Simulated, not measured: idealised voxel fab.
Module name: voxel ribs on slabs (process module)
FYI the section here is cut, 300 nm wide, cells are 5 nm squares.
A cross-section in this document is a grid of square cells, and it is written down as bands, the top band listed before the ones below it; a band is made up of one or more rows of cells. For a band, the entry starts with two heights in nm, that of the top and then that of the bottom, and carries on with the band's materials in order from left to right, each alongside its width in nm; the word "throughout" beside a single material means it fills the band edge to edge, and "air" means empty space. Beneath 0, the wafer as received is one material, and that level is where height counting begins. The lowest band goes on downward without a bottom; it is written like "from 0 down". A two-number width, for instance "30..40", indicates that the width is equal to the first number in the top row of the band and to the second number in the bottom row, and that it changes by a constant amount per row of cells. A step reported as "remained unchanged" is a step in which no cell of the cross-section changed. "Closed internal cavities" specifies each empty space that is not open to the top and that occupies no fewer than 8 cells, using the form width x height at distance, the distance measured from the left edge and all three quantities in nm. Anything after a step's settings on that line? It's the simulator's own note about the step. The line of a step may include "overlay nm". On a step with a mask, this value is how far to the right of its planned place the mask lay. A negative value means the mask lay to the left.
[The process steps that were planned are listed below]
1) RECEIVE | material Si
2) DIRECTIONAL_DEP | material SiO2 | thk nm 30
3) DIRECTIONAL_DEP | material SiN | thk nm 25
4) MASKED_ETCH | tone cover | mask id RIB | width nm 20 | etch materials SiN | depth nm 20 | overlay nm 0
5) MASKED_ETCH | tone cover | mask id SLAB | width nm 60 | etch materials SiN | depth nm 5 | overlay nm 0
6) FILL_DEP | material SiO2 | thk nm 25
7) CMP | height nm 75
8) DIRECTIONAL_DEP | material W | thk nm 5
9) MASKED_ETCH | tone cover | mask id HEATER | width nm 30 | etch materials W | depth nm 5 | overlay nm 0
10) CONFORMAL_DEP | material SiO2 | thk nm 5
[Of two wafers, the first: run according to plan]
[Cross-sectional view of the wafer in its as-received condition, corresponding to the state after step 1]
    from 0 down | Si throughout
    Closed internal cavities: none
[Upon completion of step 2, the wafer appears in cross-section as shown]
    from 30 to 0 | SiO2 throughout
    Under 0: no change, same as before.
[Upon completion of step 3, the wafer appears in cross-section as shown]
    from 55 to 30 | SiN throughout
    Under 30: no change, same as before.
[Upon completion of step 4, the wafer appears in cross-section as shown]
    from 55 to 35 | air 140, SiN 20, air 140
    Under 35: no change, same as before.
[Upon completion of step 5, the wafer appears in cross-section as shown]
    from 55 to 35 | air 140, SiN 20, air 140
    from 35 to 30 | air 120, SiN 60, air 120
    Under 30: no change, same as before.
[Upon completion of step 6, the wafer appears in cross-section as shown]
    from 80 to 55 | SiO2 throughout
    from 55 to 35 | SiO2 140, SiN 20, SiO2 140
    from 35 to 30 | SiO2 120, SiN 60, SiO2 120
    Under 30: no change, same as before.
[Upon completion of step 7, the wafer appears in cross-section as shown]
    from 75 to 55 | SiO2 throughout
    Under 55: no change, same as before.
[Upon completion of step 8, the wafer appears in cross-section as shown]
    from 80 to 75 | W throughout
    Under 75: no change, same as before.
[Upon completion of step 9, the wafer appears in cross-section as shown]
    from 80 to 75 | air 135, W 30, air 135
    Under 75: no change, same as before.
[Upon completion of step 10, the wafer appears in cross-section as shown]
    from 85 to 80 | air 130, SiO2 40, air 130
    from 80 to 75 | SiO2 135, W 30, SiO2 135
    Under 75: no change, same as before.
[The second wafer began exactly as the first did and followed the same plan, but one mistake was made while running it; through step 5 inclusive, the two wafers are identical]
[Second wafer, cut view, end of step 6 per plan]
    from 80 to 30 | SiN throughout
    Under 30: no change, same as before.
[Second wafer, cut view, end of step 7 per plan]
    from 75 to 30 | SiN throughout
    Under 30: no change, same as before.
[Second wafer, cut view, end of step 8 per plan]
    from 80 to 75 | W throughout
    Under 75: no change, same as before.
[Second wafer, cut view, end of step 9 per plan]
    from 80 to 75 | air 135, W 30, air 135
    Under 75: no change, same as before.
[Second wafer, cut view, end of step 10 per plan]
    from 85 to 80 | air 130, SiO2 40, air 130
    from 80 to 75 | SiO2 135, W 30, SiO2 135
    Under 75: no change, same as before.
What broke from the plan during processing? rather than as planned, step 6 actually ran as FILL_DEP | material SiN | thk nm 25
Per the end-of-run cell counts, the second wafer holds more or fewer of some materials than the first: +512 SiN | -512 SiO2
